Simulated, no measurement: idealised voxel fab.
process module | voxel quadruple lines
cross-section cut | 230 nm wide | cells 5 nm
A cross-section is a grid of square cells, given in bands from the top down. A band is one or more rows of cells.
Each band's line starts with the height of the band's top and of its bottom, in nm. Then come its materials from left to right, each with its width in nm. One material with "throughout" fills the band from edge to edge. "air" is empty space.
Height 0 is the level under which the wafer as received is all one material. The lowest band goes on downwards, as in "0 down".
A width such as "30 to 40" changes by the same amount from each row of cells to the next, from the band's top row to its bottom row.
"no change" after a step means that no cell of the cross-section changed.
closed voids: empty space of 8 cells or more with no open way to the top, each as width x height at its distance from the left edge, in nm
after a step's settings: what the simulator itself notes on the step
overlay nm, on a step with a mask: how far to the right of its planned place the mask lay; to the left if negative
plan
1 op RECEIVE | material Si
2 op CONFORMAL_DEP | material Al2O3 | thk nm 5
3 op DIRECTIONAL_DEP | material W | thk nm 10
4 op DIRECTIONAL_DEP | material polySi | thk nm 15
5 op DIRECTIONAL_DEP | material aC | thk nm 25
6 op PATTERN | tone cover | mask id MANDREL | material resist | width nm 25 | pitch nm 80 | thk nm 35 | overlay nm 0
7 op DIRECTIONAL_ETCH | etch materials aC | depth nm 25
8 op STRIP | etch materials resist
9 op CONFORMAL_DEP | material SiO2 | thk nm 15
10 op DIRECTIONAL_ETCH | etch materials SiO2 | depth nm 15
11 op STRIP | etch materials aC
12 op DIRECTIONAL_ETCH | etch materials polySi | depth nm 15
13 op STRIP | etch materials SiO2
14 op CONFORMAL_DEP | material SiN | thk nm 5
15 op DIRECTIONAL_ETCH | etch materials SiN | depth nm 5
16 op STRIP | etch materials polySi
17 op DIRECTIONAL_ETCH | etch materials W | depth nm 10
18 op STRIP | etch materials SiN
19 op FILL_DEP | material lowk | thk nm 5
20 op CMP | height nm 15
as received, after step 1
  0 down: Si throughout
  closed voids: none
first wafer at the end, as planned
  15 to 5: lowk 40 | W 5 | lowk 15 | W 5 | lowk 15 | W 5 | lowk 15 | W 5 | lowk 15 | W 5 | lowk 15 | W 5 | lowk 15 | W 5 | lowk 15 | W 5 | lowk 45
  5 to 0: Al2O3 throughout
  0 down: Si throughout
  closed voids: none
second wafer at the end: like start, like plan, one mistake
  15 to 5: lowk 40 | W 5 | lowk 15 | W 5 | lowk 15 | W 5 | lowk 15 | W 5 | lowk 15 | W 5 | lowk 15 | W 5 | lowk 15 | W 5 | lowk 15 | W 5 | lowk 45
  5 to 0: SiO2 throughout
  0 down: Si throughout
  closed voids: none
what went wrong: step 2 ran as: op CONFORMAL_DEP | material SiO2 | thk nm 5
at the end the second wafer has, in cells: 46 fewer of Al2O3 | 46 more of SiO2
